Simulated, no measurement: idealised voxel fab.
Documented hereafter: the process module known as voxel released beams.
In the cross-section labelled cut, the width is 185 nm and each square cell is 5 nm.
Think of the cross-section as a grid of square cells. We describe it in bands, top to bottom, and each band covers one or more rows of those cells. Band entry format. Leading values: height of top, height of bottom, nm. Remainder: materials in left-to-right order, each with its width in nm. Special words: "everywhere" on a single material, which then fills the band edge to edge; "empty", empty space. Height reference: 0 = level under which incoming wafer is all one material. Lowest band: no bottom, runs on downward, e.g. "0 and below". Quick explanation for "30->40": the width changes in equal steps down the rows of cells, from the first number in the band's top row to the second number in its bottom row. Step note "no change" = no cross-section cell changed. If an empty space has no open way to the top and is at least 8 cells in size, "Enclosed void inventory" lists it, written width x height at distance, where distance is measured from the left edge and every value is in nm. Anything after a step's settings on that line? It's the simulator's own note about the step. Regarding "overlay nm": on a step with a mask, it is the distance the mask lay to the right of its planned place; a negative value places it to the left.

**Steps in the process plan**
| 1 | op RECEIVE | material Si |
| 2 | op CONFORMAL_DEP | material Al2O3 | thk nm 10 |
| 3 | op DIRECTIONAL_DEP | material SiO2 | thk nm 20 |
| 4 | op DIRECTIONAL_DEP | material aC | thk nm 10 |
| 5 | op PATTERN | tone open | mask id ANCHOR | material resist | width nm 45 | thk nm 30 | overlay nm 0 |
| 6 | op DIRECTIONAL_ETCH | etch materials aC | depth nm 10 |
| 7 | op STRIP | etch materials resist |
| 8 | op DIRECTIONAL_ETCH | etch materials SiO2 | depth nm 20 |
| 9 | op STRIP | etch materials aC |
| 10 | op CONFORMAL_DEP | material polySi | thk nm 15 |
| 11 | op MASKED_ETCH | tone cover | mask id BEAM | width nm 110 | etch materials polySi | depth nm 15 | overlay nm 0 |
| 12 | op STRIP | etch materials SiO2 |

**Incoming wafer, cross-sectional view, post step 1**
0 and below: Si everywhere
Enclosed void inventory: none

**Cross-section taken at module completion on the first of two wafers; processed per the plan**
45 down to 30: empty 35 / polySi 20 / empty 15 / polySi 75 / empty 40
30 down to 25: empty 40 / polySi 15 / empty 15 / polySi 15 / empty 100
25 down to 10: empty 40 / polySi 45 / empty 100
10 down to 0: Al2O3 everywhere
0 and below: Si everywhere
Enclosed void inventory: none

**Now the second wafer, cross-sectioned at the end of the module. Nothing different at the start, nothing different in the plan compared with the first, just one mistake when it was actually run**
35 down to 20: empty 35 / polySi 20 / empty 15 / polySi 75 / empty 40
20 down to 15: empty 40 / polySi 15 / empty 15 / polySi 15 / empty 100
15 down to 0: empty 40 / polySi 45 / empty 100
0 and below: Si everywhere
Enclosed void inventory: none
What was the processing mistake? skipped: plan step 2 (never run)
Per the end-of-run cell counts, the second wafer holds more or fewer of some materials than the first: -74 Al2O3
